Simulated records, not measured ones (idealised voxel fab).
The process module that follows is named voxel ribs on slabs.
190 nm wide, 5 nm square cells: that's cross-section cut.
Each cross-section below is a grid of square cells, stated as bands in top-down order, with one or more rows of cells making up each band. Each band's line starts with the height of the band's top and of its bottom, in nm. Then come its materials from left to right, each with its width in nm. One material with "all across" fills the band from edge to edge. "air" is empty space. Where do heights start? At 0: under that level the wafer as delivered is made of one material only. And the lowest band has no floor; it just carries on downward, as in "0 down". A two-number width, for instance "30..40", indicates that the width is equal to the first number in the top row of the band and to the second number in the bottom row, and that it changes by a constant amount per row of cells. For the purposes of this document, the phrase "nothing got changed" attached to a step denotes that no cell within the cross-section was modified by that step. "Internal closed voids" - sealed voids, min. 8 cells, no opening to top; format: width x height at distance (distance from left edge; nm throughout). Post-settings text on a step line: simulator's own remark regarding the step. "overlay nm", when on a step's line for a step with a mask, measures how far to the right of its planned place the mask lay; a negative measure means to the left.
**Below is the list of planned process steps**
1) RECEIVE, material Si
2) DIRECTIONAL_DEP, material SiO2, thk nm 30
3) DIRECTIONAL_DEP, material polySi, thk nm 20
4) PATTERN, tone cover, mask id RIB, material resist, width nm 30, thk nm 20, overlay nm 0
5) DIRECTIONAL_ETCH, etch materials polySi, depth nm 15
6) STRIP, etch materials resist
7) PATTERN, tone cover, mask id SLAB, material resist, width nm 80, thk nm 15, overlay nm 0
8) DIRECTIONAL_ETCH, etch materials polySi, depth nm 5
9) STRIP, etch materials resist
10) FILL_DEP, material SiO2, thk nm 20
11) CMP, height nm 60
12) DIRECTIONAL_DEP, material W, thk nm 5
13) MASKED_ETCH, tone cover, mask id HEATER, width nm 40, etch materials W, depth nm 5, overlay nm 0
14) CONFORMAL_DEP, material SiO2, thk nm 5
**The cross-section here shows the wafer as received, i.e. in its state after step 1**
* 0 down: Si all across
* Internal closed voids: none
**Cross-section at module end, one run error; start and plan unchanged from above**
* 70 to 65: 70 nm air, then 50 nm SiO2, then 70 nm air
* 65 to 60: 75 nm SiO2, then 40 nm W, then 75 nm SiO2
* 60 to 40: SiO2 all across
* 40 to 25: 80 nm SiO2, then 30 nm polySi, then 80 nm SiO2
* 25 to 20: 55 nm SiO2, then 80 nm polySi, then 55 nm SiO2
* 20 to 0: SiO2 all across
* 0 down: Si all across
* Internal closed voids: none
Want to know what went wrong? heads up, step 2 didn't go per plan, it actually ran as DIRECTIONAL_DEP, material SiO2, thk nm 20
